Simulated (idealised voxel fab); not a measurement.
process module | voxel ribs on slabs
cross-section cut | 190 nm wide | cells 5 nm
A cross-section is a grid of square cells, given in bands from the top down. A band is one or more rows of cells.
Each band's line starts with the height of the band's top and of its bottom, in nm. Then come its materials from left to right, each with its width in nm. One material with "throughout" fills the band from edge to edge. "air" is empty space.
Height 0 is the level under which the wafer as received is all one material. The lowest band goes on downwards, as in "0 down".
A width such as "30 to 40" changes by the same amount from each row of cells to the next, from the band's top row to its bottom row.
"no change" after a step means that no cell of the cross-section changed.
closed voids: empty space of 8 cells or more with no open way to the top, each as width x height at its distance from the left edge, in nm
after a step's settings: what the simulator itself notes on the step
overlay nm, on a step with a mask: how far to the right of its planned place the mask lay; to the left if negative
plan
1 op RECEIVE | material Si
2 op DIRECTIONAL_DEP | material SiO2 | thk nm 20
3 op DIRECTIONAL_DEP | material SiN | thk nm 15
4 op DIRECTIONAL_DEP | material aC | thk nm 10
5 op PATTERN | tone cover | mask id RIB | material resist | width nm 20 | thk nm 25 | overlay nm 0
6 op DIRECTIONAL_ETCH | etch materials aC | depth nm 10
7 op STRIP | etch materials resist
8 op DIRECTIONAL_ETCH | etch materials SiN | depth nm 10
9 op STRIP | etch materials aC
10 op MASKED_ETCH | tone cover | mask id SLAB | width nm 50 | etch materials SiN | depth nm 5 | overlay nm 0
11 op FILL_DEP | material SiO2 | thk nm 20
12 op CMP | height nm 45
13 op DIRECTIONAL_DEP | material TiN | thk nm 5
14 op MASKED_ETCH | tone cover | mask id HEATER | width nm 30 | etch materials TiN | depth nm 5 | overlay nm 0
15 op CONFORMAL_DEP | material SiO2 | thk nm 5
first wafer, as planned
as received, after step 1
  0 down: Si throughout
  closed voids: none
after step 2
  20 to 0: SiO2 throughout
  below 0: unchanged
after step 3
  35 to 20: SiN throughout
  below 20: unchanged
after step 4
  45 to 35: aC throughout
  below 35: unchanged
after step 5
  70 to 45: air 85 | resist 20 | air 85
  below 45: unchanged
after step 6
  60 to 45: air 85 | resist 20 | air 85
  45 to 35: air 85 | aC 20 | air 85
  below 35: unchanged
after step 7
  45 to 35: air 85 | aC 20 | air 85
  below 35: unchanged
after step 8
  45 to 35: air 85 | aC 20 | air 85
  35 to 25: air 85 | SiN 20 | air 85
  below 25: unchanged
after step 9
  35 to 25: air 85 | SiN 20 | air 85
  below 25: unchanged
after step 10
  35 to 25: air 85 | SiN 20 | air 85
  25 to 20: air 70 | SiN 50 | air 70
  below 20: unchanged
after step 11
  55 to 35: SiO2 throughout
  35 to 25: SiO2 85 | SiN 20 | SiO2 85
  25 to 20: SiO2 70 | SiN 50 | SiO2 70
  below 20: unchanged
after step 12
  45 to 35: SiO2 throughout
  below 35: unchanged
after step 13
  50 to 45: TiN throughout
  below 45: unchanged
after step 14
  50 to 45: air 80 | TiN 30 | air 80
  below 45: unchanged
after step 15
  55 to 50: air 75 | SiO2 40 | air 75
  50 to 45: SiO2 80 | TiN 30 | SiO2 80
  below 45: unchanged
second wafer: like start, like plan, one mistake. Through step 1 it matches the first wafer
when step 2 should have ended
  15 to 0: SiO2 throughout
  below 0: unchanged
when step 3 should have ended
  30 to 15: SiN throughout
  below 15: unchanged
when step 4 should have ended
  40 to 30: aC throughout
  below 30: unchanged
when step 5 should have ended
  65 to 40: air 85 | resist 20 | air 85
  below 40: unchanged
when step 6 should have ended
  55 to 40: air 85 | resist 20 | air 85
  40 to 30: air 85 | aC 20 | air 85
  below 30: unchanged
when step 7 should have ended
  40 to 30: air 85 | aC 20 | air 85
  below 30: unchanged
when step 8 should have ended
  40 to 30: air 85 | aC 20 | air 85
  30 to 20: air 85 | SiN 20 | air 85
  below 20: unchanged
when step 9 should have ended
  30 to 20: air 85 | SiN 20 | air 85
  below 20: unchanged
when step 10 should have ended
  30 to 20: air 85 | SiN 20 | air 85
  20 to 15: air 70 | SiN 50 | air 70
  below 15: unchanged
when step 11 should have ended
  50 to 30: SiO2 throughout
  30 to 20: SiO2 85 | SiN 20 | SiO2 85
  20 to 15: SiO2 70 | SiN 50 | SiO2 70
  below 15: unchanged
when step 12 should have ended
  45 to 30: SiO2 throughout
  below 30: unchanged
when step 13 should have ended
  50 to 45: TiN throughout
  below 45: unchanged
when step 14 should have ended
  50 to 45: air 80 | TiN 30 | air 80
  below 45: unchanged
when step 15 should have ended
  55 to 50: air 75 | SiO2 40 | air 75
  50 to 45: SiO2 80 | TiN 30 | SiO2 80
  below 45: unchanged
what went wrong: step 2 ran as: op DIRECTIONAL_DEP | material SiO2 | thk nm 15
at the end the second wafer has, in cells: as many of each material as the first, in other places
